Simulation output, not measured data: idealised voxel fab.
process module | voxel capacitor over wiring
cross-section cut | 235 nm wide | cells 5 nm
A cross-section is a grid of square cells, given in bands from the top down. A band is one or more rows of cells.
Each band's line starts with the height of the band's top and of its bottom, in nm. Then come its materials from left to right, each with its width in nm. One material with "throughout" fills the band from edge to edge. "air" is empty space.
Height 0 is the level under which the wafer as received is all one material. The lowest band goes on downwards, as in "0 down".
A width such as "30 to 40" changes by the same amount from each row of cells to the next, from the band's top row to its bottom row.
"no change" after a step means that no cell of the cross-section changed.
closed voids: empty space of 8 cells or more with no open way to the top, each as width x height at its distance from the left edge, in nm
after a step's settings: what the simulator itself notes on the step
overlay nm, on a step with a mask: how far to the right of its planned place the mask lay; to the left if negative
plan
1 op RECEIVE | material Si
2 op CONFORMAL_DEP | material SiO2 | thk nm 15
3 op CONFORMAL_DEP | material SiN | thk nm 5
4 op DIRECTIONAL_DEP | material SiO2 | thk nm 15
5 op DIRECTIONAL_DEP | material aC | thk nm 10
6 op PATTERN | tone open | mask id METAL_1 | material resist | width nm 25 | pitch nm 90 | thk nm 30 | overlay nm 0
7 op DIRECTIONAL_ETCH | etch materials aC | depth nm 10
8 op STRIP | etch materials resist
9 op DIRECTIONAL_ETCH | etch materials SiO2 | depth nm 15
10 op DIRECTIONAL_ETCH | etch materials SiN | depth nm 5
11 op STRIP | etch materials aC
12 op CONFORMAL_DEP | material TiN | thk nm 5
13 op FILL_DEP | material Cu | thk nm 5
14 op CMP | height nm 35
15 op EPI | material Ru | thk nm 5
16 op FILL_DEP | material SiCN | thk nm 5
17 op DIRECTIONAL_DEP | material lowk | thk nm 15
18 op DIRECTIONAL_DEP | material aC | thk nm 10
19 op PATTERN | tone open | mask id PLUG_1 | material resist | width nm 15 | thk nm 30 | overlay nm 0
20 op DIRECTIONAL_ETCH | etch materials aC | depth nm 10
21 op STRIP | etch materials resist
22 op DIRECTIONAL_ETCH | etch materials lowk | depth nm 15
23 op DIRECTIONAL_ETCH | etch materials SiCN | depth nm 5
24 op STRIP | etch materials aC
25 op EPI | material Ru | thk nm 10
26 op EPI | material Ru | thk nm 10
27 op DIRECTIONAL_DEP | material TiN | thk nm 5
28 op DIRECTIONAL_DEP | material Al2O3 | thk nm 5
29 op DIRECTIONAL_DEP | material TiN | thk nm 10
30 op MASKED_ETCH | tone cover | mask id UPPER_PLATE | width nm 70 | etch materials TiN | depth nm 10 | overlay nm 0
31 op MASKED_ETCH | tone cover | mask id UPPER_PLATE | width nm 70 | etch materials Al2O3 | depth nm 5 | overlay nm 0
32 op DIRECTIONAL_DEP | material aC | thk nm 15
33 op PATTERN | tone cover | mask id LOWER_PLATE | material resist | width nm 80 | thk nm 35 | overlay nm 0
34 op DIRECTIONAL_ETCH | etch materials aC | depth nm 15
35 op STRIP | etch materials resist
36 op DIRECTIONAL_ETCH | etch materials TiN | depth nm 5
37 op STRIP | etch materials aC
38 op FILL_DEP | material SiO2 | thk nm 15
39 op CMP | height nm 90
40 op DIRECTIONAL_DEP | material aC | thk nm 15
41 op PATTERN | tone open | mask id PLUG_2 | material resist | width nm 15 | thk nm 35 | overlay nm 0
42 op DIRECTIONAL_ETCH | etch materials aC | depth nm 15
43 op STRIP | etch materials resist
44 op DIRECTIONAL_ETCH | etch materials SiO2 | depth nm 10
45 op STRIP | etch materials aC
46 op CONFORMAL_DEP | material TiN | thk nm 5
47 op FILL_DEP | material Ru | thk nm 5
48 op CMP | height nm 90
49 op CONFORMAL_DEP | material SiCN | thk nm 5
as received, after step 1
  0 down: Si throughout
  closed voids: none
a wafer at the end: this start, this plan, one mistake
  95 to 90: SiCN throughout
  90 to 85: SiO2 80 | TiN 5 | Ru 5 | TiN 5 | SiO2 140
  85 to 80: SiO2 80 | TiN 15 | SiO2 140
  80 to 70: SiO2 70 | TiN 70 | SiO2 95
  70 to 65: SiO2 70 | Al2O3 70 | SiO2 95
  65 to 60: SiO2 65 | TiN 80 | SiO2 90
  60 to 45: lowk 70 | Ru 15 | lowk 150
  45 to 40: SiCN 70 | Ru 15 | SiCN 150
  40 to 35: Ru 65 | SiCN 15 | Ru 75 | SiCN 15 | Ru 65
  35 to 20: Cu 55 | TiN 5 | SiO2 25 | TiN 5 | Cu 55 | TiN 5 | SiO2 25 | TiN 5 | Cu 55
  20 to 15: TiN 60 | SiN 25 | TiN 65 | SiN 25 | TiN 60
  15 to 0: SiO2 throughout
  0 down: Si throughout
  closed voids: none
what went wrong: step 6 ran as: op PATTERN | tone cover | mask id METAL_1 | material resist | width nm 25 | pitch nm 90 | thk nm 30 | overlay nm 0
